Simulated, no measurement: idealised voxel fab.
Proc. module: voxel plated lines
Each square cell in cross-section cut measures 5 nm, and the section as a whole is 265 nm wide.
Cross-section layout: square cells on a grid; listed as bands, top to bottom; a band spans one or more cell rows. For a band, the entry starts with two heights in nm, that of the top and then that of the bottom, and carries on with the band's materials in order from left to right, each alongside its width in nm; the word "all across" beside a single material means it fills the band edge to edge, and "empty" means empty space. Heights are reckoned from 0. Under this level, the received wafer is all of one material. The bottommost band is open-ended downward, for example "0..down". You'd read "30->40" like this: the band's top row of cells is as wide as the first number, its bottom row is as wide as the second, and going down, every row changes width by the same amount as the row before did. "no alterations made" after a step means that no cell of the cross-section changed. Empty spaces without an open route to the top, at least 8 cells in extent, make up the entry "Listed closed voids"; each is given as width x height at distance, where the distance is measured from the left edge, and all are in nm. Text after the settings on a step's line: the simulator's own remark on that step. When a step includes a mask, the "overlay nm" setting on its line states how far to the right of its planned place that mask lay, and negative values state how far to the left.
THE STEPS PLANNED FOR THE PROCESS ARE AS FOLLOWS
1: RECEIVE | material Si
2: CONFORMAL_DEP | material Al2O3 | thk nm 10
3: DIRECTIONAL_DEP | material TiN | thk nm 5
4: PATTERN | tone open | mask id LINES | material resist | width nm 15 | pitch nm 35 | thk nm 20 | overlay nm 0
5: EPI | material Ru | thk nm 5
6: STRIP | etch materials resist
7: DIRECTIONAL_ETCH | etch materials TiN | depth nm 5
8: CONFORMAL_DEP | material SiN | thk nm 10
INCOMING WAFER IN CROSS-SECTION (STATE: AFTER STEP 1)
  0..down | Si all across
  Listed closed voids: none
FIRST OF TWO WAFERS, END-OF-MODULE SECTION, RUN FOLLOWED PLAN
  30..20 | empty 80 nm | SiN 105 nm | empty 80 nm
  20..15 | SiN 90 nm | Ru 15 nm | SiN 20 nm | Ru 15 nm | SiN 20 nm | Ru 15 nm | SiN 90 nm
  15..10 | SiN 90 nm | TiN 15 nm | SiN 20 nm | TiN 15 nm | SiN 20 nm | TiN 15 nm | SiN 90 nm
  10..0 | Al2O3 all across
  0..down | Si all across
  Listed closed voids: none
WAFER TWO, SECTIONED AFTER THE MODULE: THE FIRST WAFER'S START, THE FIRST WAFER'S PLAN, AND ONE MISTAKE IN HOW IT WAS RUN
  25..20 | empty 85 nm | SiN 25 nm | empty 10 nm | SiN 25 nm | empty 10 nm | SiN 25 nm | empty 85 nm
  20..15 | empty 85 nm | SiN 5 nm | Ru 15 nm | SiN 5 nm | empty 10 nm | SiN 5 nm | Ru 15 nm | SiN 5 nm | empty 10 nm | SiN 5 nm | Ru 15 nm | SiN 5 nm | empty 85 nm
  15..10 | SiN 90 nm | TiN 15 nm | SiN 20 nm | TiN 15 nm | SiN 20 nm | TiN 15 nm | SiN 90 nm
  10..0 | Al2O3 all across
  0..down | Si all across
  Listed closed voids: none
The plan and the run diverged here: heads up, step 8 didn't go per plan, it actually ran as CONFORMAL_DEP | material SiN | thk nm 5
Wafer comparison, final, in cells, second relative to first, materials more or fewer: 65 fewer of SiN
